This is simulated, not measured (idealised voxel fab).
You're looking at the process module voxel lift off.
Displayed cross-section: cut, width of 285 nm, square cells sized 5 nm.
Cross-section format: a grid of square cells, given as bands from top to bottom; each band is one or more rows of cells.
Band: top and bottom heights (nm) first, top before bottom; then materials from left to right, widths in nm. "throughout" marks a sole material filling the band edge to edge. "blank" denotes empty space.
Convention: height 0 is the level below which the wafer, as received, is all one material. The lowest band does not terminate at the bottom but continues downward, represented as "0 down".
Width spec "30->40" -> top row of cells at first value, bottom row at second value, equal per-row change in between.
Reading "nothing different" for a step: not a cell of the cross-section changed in it.
Closed empty spaces (no open way to the top) of 8 cells or more are what "Voids, enclosed" lists, each as width x height at distance from the left edge, nm for all three.
What comes after the settings on a step's line is commentary from the simulator itself on that step.
"overlay nm" on a masked step: distance the mask lay right of its planned place, negative for left.

**Steps planned for the process**
1. RECEIVE [material Si]
2. CONFORMAL_DEP [material SiO2] [thk nm 15]
3. PATTERN [tone open] [mask id LINES] [material resist] [width nm 15] [pitch nm 40] [thk nm 15] [overlay nm 0]
4. DIRECTIONAL_DEP [material Ru] [thk nm 5]
5. STRIP [etch materials resist]
6. CONFORMAL_DEP [material SiCN] [thk nm 10]

**First of two wafers: run as planned**

**The cross-section here shows the wafer as received, i.e. in its state after step 1**
0 down: Si throughout
Voids, enclosed: none

**Upon completion of step 2, the wafer appears in cross-section as shown**
15 to 0: SiO2 throughout
Anything lower than 0 is untouched.

**Upon completion of step 3, the wafer appears in cross-section as shown**
30 to 15: resist (75) | blank (15) | resist (25) | blank (15) | resist (25) | blank (15) | resist (25) | blank (15) | resist (75)
Anything lower than 15 is untouched.

**Upon completion of step 4, the wafer appears in cross-section as shown**
35 to 30: Ru (75) | blank (15) | Ru (25) | blank (15) | Ru (25) | blank (15) | Ru (25) | blank (15) | Ru (75)
30 to 20: resist (75) | blank (15) | resist (25) | blank (15) | resist (25) | blank (15) | resist (25) | blank (15) | resist (75)
20 to 15: resist (75) | Ru (15) | resist (25) | Ru (15) | resist (25) | Ru (15) | resist (25) | Ru (15) | resist (75)
Anything lower than 15 is untouched.

**Upon completion of step 5, the wafer appears in cross-section as shown**
20 to 15: blank (75) | Ru (15) | blank (25) | Ru (15) | blank (25) | Ru (15) | blank (25) | Ru (15) | blank (75)
Anything lower than 15 is untouched.

**Upon completion of step 6, the wafer appears in cross-section as shown**
30 to 25: blank (65) | SiCN (35) | blank (5) | SiCN (35) | blank (5) | SiCN (35) | blank (5) | SiCN (35) | blank (65)
25 to 20: SiCN throughout
20 to 15: SiCN (75) | Ru (15) | SiCN (25) | Ru (15) | SiCN (25) | Ru (15) | SiCN (25) | Ru (15) | SiCN (75)
Anything lower than 15 is untouched.

**Okay, second wafer. Nothing different at the start, nothing different in the plan, just one mistake somewhere in the running. As far as step 1, counting that step, it's the first wafer all over again**

**when step 2 should have ended**
15 to 0: Ru throughout
Anything lower than 0 is untouched.

**when step 3 should have ended**
30 to 15: resist (75) | blank (15) | resist (25) | blank (15) | resist (25) | blank (15) | resist (25) | blank (15) | resist (75)
Anything lower than 15 is untouched.

**when step 4 should have ended**
35 to 30: Ru (75) | blank (15) | Ru (25) | blank (15) | Ru (25) | blank (15) | Ru (25) | blank (15) | Ru (75)
30 to 20: resist (75) | blank (15) | resist (25) | blank (15) | resist (25) | blank (15) | resist (25) | blank (15) | resist (75)
20 to 15: resist (75) | Ru (15) | resist (25) | Ru (15) | resist (25) | Ru (15) | resist (25) | Ru (15) | resist (75)
Anything lower than 15 is untouched.

**when step 5 should have ended**
20 to 15: blank (75) | Ru (15) | blank (25) | Ru (15) | blank (25) | Ru (15) | blank (25) | Ru (15) | blank (75)
Anything lower than 15 is untouched.

**when step 6 should have ended**
30 to 25: blank (65) | SiCN (35) | blank (5) | SiCN (35) | blank (5) | SiCN (35) | blank (5) | SiCN (35) | blank (65)
25 to 20: SiCN throughout
20 to 15: SiCN (75) | Ru (15) | SiCN (25) | Ru (15) | SiCN (25) | Ru (15) | SiCN (25) | Ru (15) | SiCN (75)
Anything lower than 15 is untouched.
What went wrong in running the wafer? step 2 was run on a setting that differed from the plan, and what really ran there is CONFORMAL_DEP [material Ru] [thk nm 15]
Bottom line after processing is that, in cells, the second wafer is up or down on some materials versus the first: Ru +171; SiO2 -171
